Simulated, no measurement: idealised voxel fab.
The following process module bears the name voxel gate over fins.
FYI the section here is cut, 200 nm wide, cells are 5 nm squares.
A cross-section is written here as square cells arranged in a grid, and it is given in bands from the top down, each band taking up one or more rows of cells.
A band entry consists of two parts. The first gives the height of the band's top and the height of its bottom, in nm. The rest lists the band's materials from left to right, each with its width in nm. A single material labelled with the word "all across" fills the band from edge to edge, and the word "air" marks empty space.
For the purposes of this specification, 0 denotes the height below which the wafer in its as-received condition is composed wholly of one material, and the lowermost band, lacking a lower limit, extends downward without end, as expressed in "top 0, no bottom".
Width: "30 to 40" (first number = top row, second number = bottom row, same change from row to row of cells).
"stayed the same" means the step left every cell of the cross-section as it was.
In "Voids, enclosed" the enclosed voids are listed, meaning empty spaces of 8 cells or larger without any opening to the top. The form is width x height at distance, distance from the left edge, units nm.
Anything after a step's settings on that line? It's the simulator's own note about the step.
The line of a step may include "overlay nm". On a step with a mask, this value is how far to the right of its planned place the mask lay. A negative value means the mask lay to the left.
If you're wondering how to read the rest of this, here's the deal. It's pairs of cross-sections: one from before a process step, one from after it. The after one is only drawn as far down as the lowest band that changed. Right under each pair you'll see which step sits between them and what its settings were. Don't read the pairs as one continuous story, though. They can come from different runs of this module on the same starting wafer, and a pair only carries on from the one above it where its entry headed "State before step" says so.

-- State before step
- top 0, no bottom | Si all across
- Voids, enclosed: none

-- Post-Step Geometry
- top 10, bottom 0 | SiN all across
- Under the height 0 nothing was changed.
- Voids, enclosed: none
Which operation links the two cross-sections above? CONFORMAL_DEP,material SiN,thk nm 10

State before step: see preceding pair, after cross-section.

-- Post-Step Geometry
- top 25, bottom 10 | air: 75, resist: 15, air: 20, resist: 15, air: 75
- Under the height 10 nothing was changed.
- Voids, enclosed: none
Which operation links the two cross-sections above? PATTERN,tone cover,mask id FINS,material resist,width nm 15,pitch nm 35,thk nm 15,overlay nm 0

State before step: see preceding pair, after cross-section.

-- Post-Step Geometry
- top 25, bottom 10 | air: 75, resist: 15, air: 20, resist: 15, air: 75
- top 10, bottom 0 | air: 75, SiN: 15, air: 20, SiN: 15, air: 75
- Under the height 0 nothing was changed.
- Voids, enclosed: none
Which operation links the two cross-sections above? DIRECTIONAL_ETCH,etch materials SiN,depth nm 10

State before step: see preceding pair, after cross-section.

-- Post-Step Geometry
- top 25, bottom 10 | air: 75, resist: 15, air: 20, resist: 15, air: 75
- top 10, bottom 0 | air: 75, SiN: 15, air: 20, SiN: 15, air: 75
- top 0, bottom -40 | air: 75, Si: 15, air: 20, Si: 15, air: 75
- Under the height -40 nothing was changed.
- Voids, enclosed: none
Which operation links the two cross-sections above? DIRECTIONAL_ETCH,etch materials Si,depth nm 40

State before step: see preceding pair, after cross-section.

-- Post-Step Geometry
- top 10, bottom 0 | air: 75, SiN: 15, air: 20, SiN: 15, air: 75
- Under the height 0 nothing was changed.
- Voids, enclosed: none
Which operation links the two cross-sections above? STRIP,etch materials resist

State before step: see preceding pair, after cross-section.

-- Post-Step Geometry
- top 10, bottom 0 | air: 75, SiN: 15, air: 20, SiN: 15, air: 75
- top 0, bottom -40 | air: 75, SiO2: 5, Si: 5, SiO2: 5, air: 20, SiO2: 5, Si: 5, SiO2: 5, air: 75
- top -40, bottom -45 | SiO2: 80, Si: 5, SiO2: 30, Si: 5, SiO2: 80
- Under the height -45 nothing was changed.
- Voids, enclosed: none
Which operation links the two cross-sections above? OXIDIZE,depth nm 5

State before step: see preceding pair, after cross-section.

-- Post-Step Geometry
- top 15, bottom 10 | SiO2 all across
- top 10, bottom 0 | SiO2: 75, SiN: 15, SiO2: 20, SiN: 15, SiO2: 75
- top 0, bottom -45 | SiO2: 80, Si: 5, SiO2: 30, Si: 5, SiO2: 80
- Under the height -45 nothing was changed.
- Voids, enclosed: none
Which operation links the two cross-sections above? FILL_DEP,material SiO2,thk nm 5

State before step: see preceding pair, after cross-section.

-- Post-Step Geometry
- top 10, bottom 0 | SiO2: 75, SiN: 15, SiO2: 20, SiN: 15, SiO2: 75
- Under the height 0 nothing was changed.
- Voids, enclosed: none
Which operation links the two cross-sections above? CMP,height nm 10

State before step: see preceding pair, after cross-section.

-- Post-Step Geometry
- top 10, bottom 0 | air: 75, SiN: 15, air: 20, SiN: 15, air: 75
- top 0, bottom -10 | air: 80, Si: 5, air: 30, Si: 5, air: 80
- Under the height -10 nothing was changed.
- Voids, enclosed: none
Which operation links the two cross-sections above? SELECTIVE_ETCH,etch materials SiO2,depth nm 20

State before step: see preceding pair, after cross-section.

-- Post-Step Geometry
- top 0, bottom -10 | air: 80, Si: 5, air: 30, Si: 5, air: 80
- Under the height -10 nothing was changed.
- Voids, enclosed: none
Which operation links the two cross-sections above? STRIP,etch materials SiN

State before step: see preceding pair, after cross-section.

-- Post-Step Geometry
- top 5, bottom 0 | air: 75, HfO2: 15, air: 20, HfO2: 15, air: 75
- top 0, bottom -5 | air: 75, HfO2: 5, Si: 5, HfO2: 5, air: 20, HfO2: 5, Si: 5, HfO2: 5, air: 75
- top -5, bottom -10 | HfO2: 80, Si: 5, HfO2: 30, Si: 5, HfO2: 80
- Under the height -10 nothing was changed.
- Voids, enclosed: none
Which operation links the two cross-sections above? CONFORMAL_DEP,material HfO2,thk nm 5

State before step: see preceding pair, after cross-section.

-- Post-Step Geometry
- top 10, bottom 5 | air: 70, TiN: 25, air: 10, TiN: 25, air: 70
- top 5, bottom 0 | air: 70, TiN: 5, HfO2: 15, TiN: 5, air: 10, TiN: 5, HfO2: 15, TiN: 5, air: 70
- top 0, bottom -5 | TiN: 75, HfO2: 5, Si: 5, HfO2: 5, TiN: 20, HfO2: 5, Si: 5, HfO2: 5, TiN: 75
- Under the height -5 nothing was changed.
- Voids, enclosed: none
Which operation links the two cross-sections above? CONFORMAL_DEP,material TiN,thk nm 5

State before step: see preceding pair, after cross-section.

-- Post-Step Geometry
- top 25, bottom 10 | W all across
- top 10, bottom 5 | W: 70, TiN: 25, W: 10, TiN: 25, W: 70
- top 5, bottom 0 | W: 70, TiN: 5, HfO2: 15, TiN: 5, W: 10, TiN: 5, HfO2: 15, TiN: 5, W: 70
- Under the height 0 nothing was changed.
- Voids, enclosed: none
Which operation links the two cross-sections above? FILL_DEP,material W,thk nm 15

State before step: see preceding pair, after cross-section.

-- Post-Step Geometry
- top 20, bottom 10 | W all across
- Under the height 10 nothing was changed.
- Voids, enclosed: none
Which operation links the two cross-sections above? CMP,height nm 20

State before step: see preceding pair, after cross-section.

-- Post-Step Geometry
- top 30, bottom 20 | SiCN all across
- Under the height 20 nothing was changed.
- Voids, enclosed: none
Which operation links the two cross-sections above? CONFORMAL_DEP,material SiCN,thk nm 10

-- State before step
- top 0, bottom -10 | air: 80, Si: 5, air: 30, Si: 5, air: 80
- top -10, bottom -45 | SiO2: 80, Si: 5, SiO2: 30, Si: 5, SiO2: 80
- top -45, no bottom | Si all across
- Voids, enclosed: none

-- Post-Step Geometry
- top 5, bottom 0 | air: 75, TiN: 15, air: 20, TiN: 15, air: 75
- top 0, bottom -5 | air: 75, TiN: 5, Si: 5, TiN: 5, air: 20, TiN: 5, Si: 5, TiN: 5, air: 75
- top -5, bottom -10 | TiN: 80, Si: 5, TiN: 30, Si: 5, TiN: 80
- Under the height -10 nothing was changed.
- Voids, enclosed: none
Which operation links the two cross-sections above? CONFORMAL_DEP,material TiN,thk nm 5

State before step: see preceding pair, after cross-section.

-- Post-Step Geometry
- top 20, bottom 5 | W all across
- top 5, bottom 0 | W: 75, TiN: 15, W: 20, TiN: 15, W: 75
- top 0, bottom -5 | W: 75, TiN: 5, Si: 5, TiN: 5, W: 20, TiN: 5, Si: 5, TiN: 5, W: 75
- Under the height -5 nothing was changed.
- Voids, enclosed: none
Which operation links the two cross-sections above? FILL_DEP,material W,thk nm 15

State before step: see preceding pair, after cross-section.

-- Post-Step Geometry
- top 30, bottom 20 | SiCN all across
- Under the height 20 nothing was changed.
- Voids, enclosed: none
Which operation links the two cross-sections above? CONFORMAL_DEP,material SiCN,thk nm 10

-- State before step
- top 10, bottom 0 | air: 75, SiN: 15, air: 20, SiN: 15, air: 75
- top 0, bottom -10 | air: 80, Si: 5, air: 30, Si: 5, air: 80
- top -10, bottom -45 | SiO2: 80, Si: 5, SiO2: 30, Si: 5, SiO2: 80
- top -45, no bottom | Si all across
- Voids, enclosed: none

-- Post-Step Geometry
- top 10, bottom 0 | air: 75, SiN: 15, air: 20, SiN: 15, air: 75
- top 0, bottom -30 | air: 80, Si: 5, air: 30, Si: 5, air: 80
- Under the height -30 nothing was changed.
- Voids, enclosed: none
Which operation links the two cross-sections above? SELECTIVE_ETCH,etch materials SiO2,depth nm 20

State before step: see preceding pair, after cross-section.

-- Post-Step Geometry
- top 0, bottom -30 | air: 80, Si: 5, air: 30, Si: 5, air: 80
- Under the height -30 nothing was changed.
- Voids, enclosed: none
Which operation links the two cross-sections above? STRIP,etch materials SiN

State before step: see preceding pair, after cross-section.

-- Post-Step Geometry
- top 5, bottom 0 | air: 75, HfO2: 15, air: 20, HfO2: 15, air: 75
- top 0, bottom -25 | air: 75, HfO2: 5, Si: 5, HfO2: 5, air: 20, HfO2: 5, Si: 5, HfO2: 5, air: 75
- top -25, bottom -30 | HfO2: 80, Si: 5, HfO2: 30, Si: 5, HfO2: 80
- Under the height -30 nothing was changed.
- Voids, enclosed: none
Which operation links the two cross-sections above? CONFORMAL_DEP,material HfO2,thk nm 5

State before step: see preceding pair, after cross-section.

-- Post-Step Geometry
- top 10, bottom 5 | air: 70, TiN: 25, air: 10, TiN: 25, air: 70
- top 5, bottom 0 | air: 70, TiN: 5, HfO2: 15, TiN: 5, air: 10, TiN: 5, HfO2: 15, TiN: 5, air: 70
- top 0, bottom -20 | air: 70, TiN: 5, HfO2: 5, Si: 5, HfO2: 5, TiN: 5, air: 10, TiN: 5, HfO2: 5, Si: 5, HfO2: 5, TiN: 5, air: 70
- top -20, bottom -25 | TiN: 75, HfO2: 5, Si: 5, HfO2: 5, TiN: 20, HfO2: 5, Si: 5, HfO2: 5, TiN: 75
- Under the height -25 nothing was changed.
- Voids, enclosed: none
Which operation links the two cross-sections above? CONFORMAL_DEP,material TiN,thk nm 5

State before step: see preceding pair, after cross-section.

-- Post-Step Geometry
- top 25, bottom 10 | W all across
- top 10, bottom 5 | W: 70, TiN: 25, W: 10, TiN: 25, W: 70
- top 5, bottom 0 | W: 70, TiN: 5, HfO2: 15, TiN: 5, W: 10, TiN: 5, HfO2: 15, TiN: 5, W: 70
- top 0, bottom -20 | W: 70, TiN: 5, HfO2: 5, Si: 5, HfO2: 5, TiN: 5, W: 10, TiN: 5, HfO2: 5, Si: 5, HfO2: 5, TiN: 5, W: 70
- Under the height -20 nothing was changed.
- Voids, enclosed: none
Which operation links the two cross-sections above? FILL_DEP,material W,thk nm 15

State before step: see preceding pair, after cross-section.

-- Post-Step Geometry
- top 20, bottom 10 | W all across
- Under the height 10 nothing was changed.
- Voids, enclosed: none
Which operation links the two cross-sections above? CMP,height nm 20

State before step: see preceding pair, after cross-section.

-- Post-Step Geometry
- top 30, bottom 20 | SiCN all across
- Under the height 20 nothing was changed.
- Voids, enclosed: none
Which operation links the two cross-sections above? CONFORMAL_DEP,material SiCN,thk nm 10

-- State before step
- top 5, bottom 0 | air: 75, TiN: 15, air: 20, TiN: 15, air: 75
- top 0, bottom -5 | air: 75, TiN: 5, Si: 5, TiN: 5, air: 20, TiN: 5, Si: 5, TiN: 5, air: 75
- top -5, bottom -10 | TiN: 80, Si: 5, TiN: 30, Si: 5, TiN: 80
- top -10, bottom -45 | SiO2: 80, Si: 5, SiO2: 30, Si: 5, SiO2: 80
- top -45, no bottom | Si all across
- Voids, enclosed: none

-- Post-Step Geometry
- top 10, bottom 5 | air: 70, HfO2: 25, air: 10, HfO2: 25, air: 70
- top 5, bottom 0 | air: 70, HfO2: 5, TiN: 15, HfO2: 5, air: 10, HfO2: 5, TiN: 15, HfO2: 5, air: 70
- top 0, bottom -5 | HfO2: 75, TiN: 5, Si: 5, TiN: 5, HfO2: 20, TiN: 5, Si: 5, TiN: 5, HfO2: 75
- Under the height -5 nothing was changed.
- Voids, enclosed: none
Which operation links the two cross-sections above? CONFORMAL_DEP,material HfO2,thk nm 5

State before step: see preceding pair, after cross-section.

-- Post-Step Geometry
- top 25, bottom 10 | W all across
- top 10, bottom 5 | W: 70, HfO2: 25, W: 10, HfO2: 25, W: 70
- top 5, bottom 0 | W: 70, HfO2: 5, TiN: 15, HfO2: 5, W: 10, HfO2: 5, TiN: 15, HfO2: 5, W: 70
- Under the height 0 nothing was changed.
- Voids, enclosed: none
Which operation links the two cross-sections above? FILL_DEP,material W,thk nm 15

State before step: see preceding pair, after cross-section.

-- Post-Step Geometry
- top 20, bottom 10 | W all across
- Under the height 10 nothing was changed.
- Voids, enclosed: none
Which operation links the two cross-sections above? CMP,height nm 20

State before step: see preceding pair, after cross-section.

-- Post-Step Geometry
- top 30, bottom 20 | SiCN all across
- Under the height 20 nothing was changed.
- Voids, enclosed: none
Which operation links the two cross-sections above? CONFORMAL_DEP,material SiCN,thk nm 10

-- State before step
- top 25, bottom 10 | W all across
- top 10, bottom 5 | W: 70, TiN: 25, W: 10, TiN: 25, W: 70
- top 5, bottom 0 | W: 70, TiN: 5, HfO2: 15, TiN: 5, W: 10, TiN: 5, HfO2: 15, TiN: 5, W: 70
- top 0, bottom -5 | TiN: 75, HfO2: 5, Si: 5, HfO2: 5, TiN: 20, HfO2: 5, Si: 5, HfO2: 5, TiN: 75
- top -5, bottom -10 | HfO2: 80, Si: 5, HfO2: 30, Si: 5, HfO2: 80
- top -10, bottom -45 | SiO2: 80, Si: 5, SiO2: 30, Si: 5, SiO2: 80
- top -45, no bottom | Si all across
- Voids, enclosed: none

-- Post-Step Geometry
- top 10, bottom 5 | W: 70, TiN: 25, W: 10, TiN: 25, W: 70
- Under the height 5 nothing was changed.
- Voids, enclosed: none
Which operation links the two cross-sections above? CMP,height nm 10

State before step: see preceding pair, after cross-section.

-- Post-Step Geometry
- top 20, bottom 10 | SiCN all across
- Under the height 10 nothing was changed.
- Voids, enclosed: none
Which operation links the two cross-sections above? CONFORMAL_DEP,material SiCN,thk nm 10

-- State before step
- top 10, bottom 0 | SiN all across
- top 0, no bottom | Si all across
- Voids, enclosed: none

-- Post-Step Geometry
- top 25, bottom 10 | air: 75, resist: 20, air: 15, resist: 20, air: 70
- Under the height 10 nothing was changed.
- Voids, enclosed: none
Which operation links the two cross-sections above? PATTERN,tone cover,mask id FINS,material resist,width nm 20,pitch nm 35,thk nm 15,overlay nm 0

State before step: see preceding pair, after cross-section.

-- Post-Step Geometry
- top 25, bottom 10 | air: 75, resist: 20, air: 15, resist: 20, air: 70
- top 10, bottom 0 | air: 75, SiN: 20, air: 15, SiN: 20, air: 70
- Under the height 0 nothing was changed.
- Voids, enclosed: none
Which operation links the two cross-sections above? DIRECTIONAL_ETCH,etch materials SiN,depth nm 10

State before step: see preceding pair, after cross-section.

-- Post-Step Geometry
- top 25, bottom 10 | air: 75, resist: 20, air: 15, resist: 20, air: 70
- top 10, bottom 0 | air: 75, SiN: 20, air: 15, SiN: 20, air: 70
- top 0, bottom -40 | air: 75, Si: 20, air: 15, Si: 20, air: 70
- Under the height -40 nothing was changed.
- Voids, enclosed: none
Which operation links the two cross-sections above? DIRECTIONAL_ETCH,etch materials Si,depth nm 40

State before step: see preceding pair, after cross-section.

-- Post-Step Geometry
- top 10, bottom 0 | air: 75, SiN: 20, air: 15, SiN: 20, air: 70
- Under the height 0 nothing was changed.
- Voids, enclosed: none
Which operation links the two cross-sections above? STRIP,etch materials resist

State before step: see preceding pair, after cross-section.

-- Post-Step Geometry
- top 10, bottom 0 | air: 75, SiN: 20, air: 15, SiN: 20, air: 70
- top 0, bottom -40 | air: 75, SiO2: 5, Si: 10, SiO2: 5, air: 15, SiO2: 5, Si: 10, SiO2: 5, air: 70
- top -40, bottom -45 | SiO2: 80, Si: 10, SiO2: 25, Si: 10, SiO2: 75
- Under the height -45 nothing was changed.
- Voids, enclosed: none
Which operation links the two cross-sections above? OXIDIZE,depth nm 5

State before step: see preceding pair, after cross-section.

-- Post-Step Geometry
- top 15, bottom 10 | SiO2 all across
- top 10, bottom 0 | SiO2: 75, SiN: 20, SiO2: 15, SiN: 20, SiO2: 70
- top 0, bottom -45 | SiO2: 80, Si: 10, SiO2: 25, Si: 10, SiO2: 75
- Under the height -45 nothing was changed.
- Voids, enclosed: none
Which operation links the two cross-sections above? FILL_DEP,material SiO2,thk nm 5

State before step: see preceding pair, after cross-section.

-- Post-Step Geometry
- top 10, bottom 0 | SiO2: 75, SiN: 20, SiO2: 15, SiN: 20, SiO2: 70
- Under the height 0 nothing was changed.
- Voids, enclosed: none
Which operation links the two cross-sections above? CMP,height nm 10

State before step: see preceding pair, after cross-section.

-- Post-Step Geometry
- top 10, bottom 0 | air: 75, SiN: 20, air: 15, SiN: 20, air: 70
- top 0, bottom -10 | air: 80, Si: 10, air: 25, Si: 10, air: 75
- Under the height -10 nothing was changed.
- Voids, enclosed: none
Which operation links the two cross-sections above? SELECTIVE_ETCH,etch materials SiO2,depth nm 20

State before step: see preceding pair, after cross-section.

-- Post-Step Geometry
- top 0, bottom -10 | air: 80, Si: 10, air: 25, Si: 10, air: 75
- Under the height -10 nothing was changed.
- Voids, enclosed: none
Which operation links the two cross-sections above? STRIP,etch materials SiN

State before step: see preceding pair, after cross-section.

-- Post-Step Geometry
- top 5, bottom 0 | air: 75, HfO2: 20, air: 15, HfO2: 20, air: 70
- top 0, bottom -5 | air: 75, HfO2: 5, Si: 10, HfO2: 5, air: 15, HfO2: 5, Si: 10, HfO2: 5, air: 70
- top -5, bottom -10 | HfO2: 80, Si: 10, HfO2: 25, Si: 10, HfO2: 75
- Under the height -10 nothing was changed.
- Voids, enclosed: none
Which operation links the two cross-sections above? CONFORMAL_DEP,material HfO2,thk nm 5

State before step: see preceding pair, after cross-section.

-- Post-Step Geometry
- top 10, bottom 5 | air: 70, TiN: 30, air: 5, TiN: 30, air: 65
- top 5, bottom 0 | air: 70, TiN: 5, HfO2: 20, TiN: 5, air: 5, TiN: 5, HfO2: 20, TiN: 5, air: 65
- top 0, bottom -5 | TiN: 75, HfO2: 5, Si: 10, HfO2: 5, TiN: 15, HfO2: 5, Si: 10, HfO2: 5, TiN: 70
- Under the height -5 nothing was changed.
- Voids, enclosed: none
Which operation links the two cross-sections above? CONFORMAL_DEP,material TiN,thk nm 5

State before step: see preceding pair, after cross-section.

-- Post-Step Geometry
- top 25, bottom 10 | W all across
- top 10, bottom 5 | W: 70, TiN: 30, W: 5, TiN: 30, W: 65
- top 5, bottom 0 | W: 70, TiN: 5, HfO2: 20, TiN: 5, W: 5, TiN: 5, HfO2: 20, TiN: 5, W: 65
- Under the height 0 nothing was changed.
- Voids, enclosed: none
Which operation links the two cross-sections above? FILL_DEP,material W,thk nm 15

State before step: see preceding pair, after cross-section.

-- Post-Step Geometry
- top 20, bottom 10 | W all across
- Under the height 10 nothing was changed.
- Voids, enclosed: none
Which operation links the two cross-sections above? CMP,height nm 20

State before step: see preceding pair, after cross-section.

-- Post-Step Geometry
- top 30, bottom 20 | SiCN all across
- Under the height 20 nothing was changed.
- Voids, enclosed: none
Which operation links the two cross-sections above? CONFORMAL_DEP,material SiCN,thk nm 10

-- State before step
- top 10, bottom 0 | SiN all across
- top 0, no bottom | Si all across
- Voids, enclosed: none

-- Post-Step Geometry
- top 25, bottom 10 | air: 65, resist: 15, air: 20, resist: 15, air: 85
- Under the height 10 nothing was changed.
- Voids, enclosed: none
Which operation links the two cross-sections above? PATTERN,tone cover,mask id FINS,material resist,width nm 15,pitch nm 35,thk nm 15,overlay nm -10

State before step: see preceding pair, after cross-section.

-- Post-Step Geometry
- top 25, bottom 10 | air: 65, resist: 15, air: 20, resist: 15, air: 85
- top 10, bottom 0 | air: 65, SiN: 15, air: 20, SiN: 15, air: 85
- Under the height 0 nothing was changed.
- Voids, enclosed: none
Which operation links the two cross-sections above? DIRECTIONAL_ETCH,etch materials SiN,depth nm 10

State before step: see preceding pair, after cross-section.

-- Post-Step Geometry
- top 25, bottom 10 | air: 65, resist: 15, air: 20, resist: 15, air: 85
- top 10, bottom 0 | air: 65, SiN: 15, air: 20, SiN: 15, air: 85
- top 0, bottom -40 | air: 65, Si: 15, air: 20, Si: 15, air: 85
- Under the height -40 nothing was changed.
- Voids, enclosed: none
Which operation links the two cross-sections above? DIRECTIONAL_ETCH,etch materials Si,depth nm 40

State before step: see preceding pair, after cross-section.

-- Post-Step Geometry
- top 10, bottom 0 | air: 65, SiN: 15, air: 20, SiN: 15, air: 85
- Under the height 0 nothing was changed.
- Voids, enclosed: none
Which operation links the two cross-sections above? STRIP,etch materials resist

State before step: see preceding pair, after cross-section.

-- Post-Step Geometry
- top 10, bottom 0 | air: 65, SiN: 15, air: 20, SiN: 15, air: 85
- top 0, bottom -40 | air: 65, SiO2: 5, Si: 5, SiO2: 5, air: 20, SiO2: 5, Si: 5, SiO2: 5, air: 85
- top -40, bottom -45 | SiO2: 70, Si: 5, SiO2: 30, Si: 5, SiO2: 90
- Under the height -45 nothing was changed.
- Voids, enclosed: none
Which operation links the two cross-sections above? OXIDIZE,depth nm 5

State before step: see preceding pair, after cross-section.

-- Post-Step Geometry
- top 15, bottom 10 | SiO2 all across
- top 10, bottom 0 | SiO2: 65, SiN: 15, SiO2: 20, SiN: 15, SiO2: 85
- top 0, bottom -45 | SiO2: 70, Si: 5, SiO2: 30, Si: 5, SiO2: 90
- Under the height -45 nothing was changed.
- Voids, enclosed: none
Which operation links the two cross-sections above? FILL_DEP,material SiO2,thk nm 5

State before step: see preceding pair, after cross-section.

-- Post-Step Geometry
- top 10, bottom 0 | SiO2: 65, SiN: 15, SiO2: 20, SiN: 15, SiO2: 85
- Under the height 0 nothing was changed.
- Voids, enclosed: none
Which operation links the two cross-sections above? CMP,height nm 10

State before step: see preceding pair, after cross-section.

-- Post-Step Geometry
- top 10, bottom 0 | air: 65, SiN: 15, air: 20, SiN: 15, air: 85
- top 0, bottom -10 | air: 70, Si: 5, air: 30, Si: 5, air: 90
- Under the height -10 nothing was changed.
- Voids, enclosed: none
Which operation links the two cross-sections above? SELECTIVE_ETCH,etch materials SiO2,depth nm 20

State before step: see preceding pair, after cross-section.

-- Post-Step Geometry
- top 0, bottom -10 | air: 70, Si: 5, air: 30, Si: 5, air: 90
- Under the height -10 nothing was changed.
- Voids, enclosed: none
Which operation links the two cross-sections above? STRIP,etch materials SiN

State before step: see preceding pair, after cross-section.

-- Post-Step Geometry
- top 5, bottom 0 | air: 65, HfO2: 15, air: 20, HfO2: 15, air: 85
- top 0, bottom -5 | air: 65, HfO2: 5, Si: 5, HfO2: 5, air: 20, HfO2: 5, Si: 5, HfO2: 5, air: 85
- top -5, bottom -10 | HfO2: 70, Si: 5, HfO2: 30, Si: 5, HfO2: 90
- Under the height -10 nothing was changed.
- Voids, enclosed: none
Which operation links the two cross-sections above? CONFORMAL_DEP,material HfO2,thk nm 5

State before step: see preceding pair, after cross-section.

-- Post-Step Geometry
- top 10, bottom 5 | air: 60, TiN: 25, air: 10, TiN: 25, air: 80
- top 5, bottom 0 | air: 60, TiN: 5, HfO2: 15, TiN: 5, air: 10, TiN: 5, HfO2: 15, TiN: 5, air: 80
- top 0, bottom -5 | TiN: 65, HfO2: 5, Si: 5, HfO2: 5, TiN: 20, HfO2: 5, Si: 5, HfO2: 5, TiN: 85
- Under the height -5 nothing was changed.
- Voids, enclosed: none
Which operation links the two cross-sections above? CONFORMAL_DEP,material TiN,thk nm 5

State before step: see preceding pair, after cross-section.

-- Post-Step Geometry
- top 25, bottom 10 | W all across
- top 10, bottom 5 | W: 60, TiN: 25, W: 10, TiN: 25, W: 80
- top 5, bottom 0 | W: 60, TiN: 5, HfO2: 15, TiN: 5, W: 10, TiN: 5, HfO2: 15, TiN: 5, W: 80
- Under the height 0 nothing was changed.
- Voids, enclosed: none
Which operation links the two cross-sections above? FILL_DEP,material W,thk nm 15

State before step: see preceding pair, after cross-section.

-- Post-Step Geometry
- top 20, bottom 10 | W all across
- Under the height 10 nothing was changed.
- Voids, enclosed: none
Which operation links the two cross-sections above? CMP,height nm 20

State before step: see preceding pair, after cross-section.

-- Post-Step Geometry
- top 30, bottom 20 | SiCN all across
- Under the height 20 nothing was changed.
- Voids, enclosed: none
Which operation links the two cross-sections above? CONFORMAL_DEP,material SiCN,thk nm 10

-- State before step
- top 10, bottom 5 | air: 70, TiN: 25, air: 10, TiN: 25, air: 70
- top 5, bottom 0 | air: 70, TiN: 5, HfO2: 15, TiN: 5, air: 10, TiN: 5, HfO2: 15, TiN: 5, air: 70
- top 0, bottom -5 | TiN: 75, HfO2: 5, Si: 5, HfO2: 5, TiN: 20, HfO2: 5, Si: 5, HfO2: 5, TiN: 75
- top -5, bottom -10 | HfO2: 80, Si: 5, HfO2: 30, Si: 5, HfO2: 80
- top -10, bottom -45 | SiO2: 80, Si: 5, SiO2: 30, Si: 5, SiO2: 80
- top -45, no bottom | Si all across
- Voids, enclosed: none

-- Post-Step Geometry
- top 25, bottom 10 | SiCN all across
- top 10, bottom 5 | SiCN: 70, TiN: 25, SiCN: 10, TiN: 25, SiCN: 70
- top 5, bottom 0 | SiCN: 70, TiN: 5, HfO2: 15, TiN: 5, SiCN: 10, TiN: 5, HfO2: 15, TiN: 5, SiCN: 70
- Under the height 0 nothing was changed.
- Voids, enclosed: none
Which operation links the two cross-sections above? FILL_DEP,material SiCN,thk nm 15

State before step: see preceding pair, after cross-section.

-- Post-Step Geometry
- top 20, bottom 10 | SiCN all across
- Under the height 10 nothing was changed.
- Voids, enclosed: none
Which operation links the two cross-sections above? CMP,height nm 20

State before step: see preceding pair, after cross-section.

-- Post-Step Geometry
- top 30, bottom 10 | SiCN all across
- Under the height 10 nothing was changed.
- Voids, enclosed: none
Which operation links the two cross-sections above? CONFORMAL_DEP,material SiCN,thk nm 10

-- State before step
- top 10, bottom 0 | SiN all across
- top 0, no bottom | Si all across
- Voids, enclosed: none

-- Post-Step Geometry
- top 25, bottom 10 | resist: 75, air: 15, resist: 20, air: 15, resist: 75
- Under the height 10 nothing was changed.
- Voids, enclosed: none
Which operation links the two cross-sections above? PATTERN,tone open,mask id FINS,material resist,width nm 15,pitch nm 35,thk nm 15,overlay nm 0

State before step: see preceding pair, after cross-section.

-- Post-Step Geometry
- top 25, bottom 10 | resist: 75, air: 15, resist: 20, air: 15, resist: 75
- top 10, bottom 0 | SiN: 75, air: 15, SiN: 20, air: 15, SiN: 75
- Under the height 0 nothing was changed.
- Voids, enclosed: none
Which operation links the two cross-sections above? DIRECTIONAL_ETCH,etch materials SiN,depth nm 10

State before step: see preceding pair, after cross-section.

-- Post-Step Geometry
- top 25, bottom 10 | resist: 75, air: 15, resist: 20, air: 15, resist: 75
- top 10, bottom 0 | SiN: 75, air: 15, SiN: 20, air: 15, SiN: 75
- top 0, bottom -40 | Si: 75, air: 15, Si: 20, air: 15, Si: 75
- Under the height -40 nothing was changed.
- Voids, enclosed: none
Which operation links the two cross-sections above? DIRECTIONAL_ETCH,etch materials Si,depth nm 40

State before step: see preceding pair, after cross-section.

-- Post-Step Geometry
- top 10, bottom 0 | SiN: 75, air: 15, SiN: 20, air: 15, SiN: 75
- Under the height 0 nothing was changed.
- Voids, enclosed: none
Which operation links the two cross-sections above? STRIP,etch materials resist

State before step: see preceding pair, after cross-section.

-- Post-Step Geometry
- top 10, bottom 0 | SiN: 75, air: 15, SiN: 20, air: 15, SiN: 75
- top 0, bottom -40 | Si: 70, SiO2: 5, air: 15, SiO2: 5, Si: 10, SiO2: 5, air: 15, SiO2: 5, Si: 70
- top -40, bottom -45 | Si: 70, SiO2: 25, Si: 10, SiO2: 25, Si: 70
- Under the height -45 nothing was changed.
- Voids, enclosed: none
Which operation links the two cross-sections above? OXIDIZE,depth nm 5

State before step: see preceding pair, after cross-section.

-- Post-Step Geometry
- top 15, bottom 10 | SiO2 all across
- top 10, bottom 0 | SiN: 75, SiO2: 15, SiN: 20, SiO2: 15, SiN: 75
- top 0, bottom -45 | Si: 70, SiO2: 25, Si: 10, SiO2: 25, Si: 70
- Under the height -45 nothing was changed.
- Voids, enclosed: none
Which operation links the two cross-sections above? FILL_DEP,material SiO2,thk nm 5

State before step: see preceding pair, after cross-section.

-- Post-Step Geometry
- top 10, bottom 0 | SiN: 75, SiO2: 15, SiN: 20, SiO2: 15, SiN: 75
- Under the height 0 nothing was changed.
- Voids, enclosed: none
Which operation links the two cross-sections above? CMP,height nm 10

State before step: see preceding pair, after cross-section.

-- Post-Step Geometry
- top 10, bottom 0 | SiN: 75, air: 15, SiN: 20, air: 15, SiN: 75
- top 0, bottom -10 | Si: 70, air: 25, Si: 10, air: 25, Si: 70
- Under the height -10 nothing was changed.
- Voids, enclosed: none
Which operation links the two cross-sections above? SELECTIVE_ETCH,etch materials SiO2,depth nm 20

State before step: see preceding pair, after cross-section.

-- Post-Step Geometry
- top 0, bottom -10 | Si: 70, air: 25, Si: 10, air: 25, Si: 70
- Under the height -10 nothing was changed.
- Voids, enclosed: none
Which operation links the two cross-sections above? STRIP,etch materials SiN

State before step: see preceding pair, after cross-section.

-- Post-Step Geometry
- top 5, bottom 0 | HfO2: 75, air: 15, HfO2: 20, air: 15, HfO2: 75
- top 0, bottom -5 | Si: 70, HfO2: 5, air: 15, HfO2: 5, Si: 10, HfO2: 5, air: 15, HfO2: 5, Si: 70
- top -5, bottom -10 | Si: 70, HfO2: 25, Si: 10, HfO2: 25, Si: 70
- Under the height -10 nothing was changed.
- Voids, enclosed: none
Which operation links the two cross-sections above? CONFORMAL_DEP,material HfO2,thk nm 5
